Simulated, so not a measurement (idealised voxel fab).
process module | voxel self aligned vias
cross-section cut | 295 nm wide | cells 5 nm
A cross-section is a grid of square cells, given in bands from the top down. A band is one or more rows of cells.
Each band's line starts with the height of the band's top and of its bottom, in nm. Then come its materials from left to right, each with its width in nm. One material with "throughout" fills the band from edge to edge. "air" is empty space.
Height 0 is the level under which the wafer as received is all one material. The lowest band goes on downwards, as in "0 down".
A width such as "30 to 40" changes by the same amount from each row of cells to the next, from the band's top row to its bottom row.
"no change" after a step means that no cell of the cross-section changed.
closed voids: empty space of 8 cells or more with no open way to the top, each as width x height at its distance from the left edge, in nm
after a step's settings: what the simulator itself notes on the step
overlay nm, on a step with a mask: how far to the right of its planned place the mask lay; to the left if negative
plan
1 op RECEIVE | material Si
2 op CONFORMAL_DEP | material SiO2 | thk nm 15
3 op CONFORMAL_DEP | material SiCN | thk nm 5
4 op DIRECTIONAL_DEP | material lowk | thk nm 20
5 op PATTERN | tone open | mask id LINES | material resist | width nm 30 | pitch nm 55 | thk nm 15 | overlay nm 0
6 op DIRECTIONAL_ETCH | etch materials lowk | depth nm 20
7 op STRIP | etch materials resist
8 op CONFORMAL_DEP | material TiN | thk nm 5
9 op FILL_DEP | material W | thk nm 10
10 op CMP | height nm 40
11 op SELECTIVE_ETCH | etch materials W Ru TiN | depth nm 5
12 op FILL_DEP | material SiN | thk nm 5
13 op CMP | height nm 40
14 op DIRECTIONAL_DEP | material lowk | thk nm 15
15 op MASKED_ETCH | tone open | mask id VIAS | width nm 30 | pitch nm 110 | etch materials lowk | depth nm 15 | overlay nm 0
16 op MASKED_ETCH | tone open | mask id VIAS | width nm 40 | pitch nm 110 | etch materials SiN | depth nm 5 | overlay nm 0
17 op CONFORMAL_DEP | material TiN | thk nm 5
18 op FILL_DEP | material W | thk nm 5
19 op CMP | height nm 55
20 op CONFORMAL_DEP | material SiCN | thk nm 5
varied across the wafers: width nm of step 15. The plan shows the first wafer's value. All wafers start alike
first wafer as received, after step 1
  0 down: Si throughout
  closed voids: none
first wafer at the end, after step 20
  60 to 55: SiCN throughout
  55 to 40: lowk 75 | TiN 5 | W 20 | TiN 5 | lowk 80 | TiN 5 | W 20 | TiN 5 | lowk 80
  40 to 35: lowk 75 | TiN 30 | lowk 25 | SiN 30 | lowk 25 | TiN 30 | lowk 80
  35 to 25: lowk 75 | TiN 5 | W 20 | TiN 5 | lowk 25 | TiN 5 | W 20 | TiN 5 | lowk 25 | TiN 5 | W 20 | TiN 5 | lowk 80
  25 to 20: lowk 75 | TiN 30 | lowk 25 | TiN 30 | lowk 25 | TiN 30 | lowk 80
  20 to 15: SiCN throughout
  15 to 0: SiO2 throughout
  0 down: Si throughout
  closed voids: none
last wafer at the end
  60 to 55: SiCN throughout
  55 to 45: lowk 65 | TiN 5 | W 45 | TiN 5 | lowk 55 | TiN 5 | W 45 | TiN 5 | lowk 65
  45 to 40: lowk 65 | TiN 15 | W 20 | TiN 20 | lowk 55 | TiN 15 | W 20 | TiN 20 | lowk 65
  40 to 35: lowk 75 | TiN 30 | lowk 25 | SiN 30 | lowk 25 | TiN 30 | lowk 80
  35 to 25: lowk 75 | TiN 5 | W 20 | TiN 5 | lowk 25 | TiN 5 | W 20 | TiN 5 | lowk 25 | TiN 5 | W 20 | TiN 5 | lowk 80
  25 to 20: lowk 75 | TiN 30 | lowk 25 | TiN 30 | lowk 25 | TiN 30 | lowk 80
  20 to 15: SiCN throughout
  15 to 0: SiO2 throughout
  0 down: Si throughout
  closed voids: none
each wafer at the end: cells of each material gained (+) or lost (-) since it was received, then its closed voids
width nm 30 | +118 SiCN | +6 SiN | +177 SiO2 | +54 TiN | +48 W | +305 lowk | closed voids: none
width nm 35 | +118 SiCN | +6 SiN | +177 SiO2 | +56 TiN | +52 W | +299 lowk | closed voids: none
width nm 40 | +118 SiCN | +6 SiN | +177 SiO2 | +58 TiN | +56 W | +293 lowk | closed voids: none
width nm 45 | +118 SiCN | +6 SiN | +177 SiO2 | +60 TiN | +60 W | +287 lowk | closed voids: none
width nm 50 | +118 SiCN | +6 SiN | +177 SiO2 | +62 TiN | +64 W | +281 lowk | closed voids: none
width nm 55 | +118 SiCN | +6 SiN | +177 SiO2 | +64 TiN | +68 W | +275 lowk | closed voids: none
